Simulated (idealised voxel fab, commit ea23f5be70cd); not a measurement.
process module | voxel self aligned contacts
cross-section cut | 180 nm wide | cells 5 nm
A cross-section is a grid of square cells, given in bands from the top down. A band is one or more rows of cells.
Each band's line starts with the height of the band's top and of its bottom, in nm. Then come its materials from left to right, each with its width in nm. One material with "throughout" fills the band from edge to edge. "air" is empty space.
Height 0 is the level under which the wafer as received is all one material. The lowest band goes on downwards, as in "0 down".
A width such as "30 to 40" changes by the same amount from each row of cells to the next, from the band's top row to its bottom row.
"no change" after a step means that no cell of the cross-section changed.
closed voids: empty space of 8 cells or more with no open way to the top, each as width x height at its distance from the left edge, in nm
after a step's settings: what the simulator itself notes on the step
overlay nm, on a step with a mask: how far to the right of its planned place the mask lay; to the left if negative
plan
1 op RECEIVE | material Si
2 op OXIDIZE | depth nm 5
3 op DIRECTIONAL_DEP | material polySi | thk nm 20
4 op DIRECTIONAL_DEP | material SiN | thk nm 15
5 op DIRECTIONAL_DEP | material aC | thk nm 10
6 op PATTERN | tone cover | mask id GATE | material resist | width nm 25 | pitch nm 50 | thk nm 25 | overlay nm 0
7 op DIRECTIONAL_ETCH | etch materials aC | depth nm 10
8 op STRIP | etch materials resist
9 op DIRECTIONAL_ETCH | etch materials SiN | depth nm 15
10 op DIRECTIONAL_ETCH | etch materials polySi | depth nm 20
11 op STRIP | etch materials aC
12 op CONFORMAL_DEP | material SiN | thk nm 5
13 op DIRECTIONAL_ETCH | etch materials SiN | depth nm 5
14 op FILL_DEP | material SiO2 | thk nm 10
15 op CMP | height nm 40
16 op PATTERN | tone open | mask id CONTACT | material resist | width nm 35 | thk nm 15 | overlay nm 0
17 op DIRECTIONAL_ETCH | etch materials SiO2 | depth nm 45
18 op STRIP | etch materials resist
19 op CONFORMAL_DEP | material TiN | thk nm 5
20 op FILL_DEP | material Ru | thk nm 10
21 op CMP | height nm 40
22 op CONFORMAL_DEP | material SiN | thk nm 5
as received, after step 1
  0 down: Si throughout
  closed voids: none
a wafer at the end: this start, this plan, one mistake
  45 to 40: SiN throughout
  40 to 35: SiO2 70 | TiN 15 | Ru 5 | TiN 15 | SiO2 75
  35 to 30: SiO2 45 | SiN 35 | TiN 15 | SiN 35 | SiO2 50
  30 to 20: SiN throughout
  20 to 0: polySi throughout
  0 to -5: SiO2 throughout
  -5 down: Si throughout
  closed voids: none
what went wrong: step 9 ran as: op DIRECTIONAL_ETCH | etch materials SiN | depth nm 5
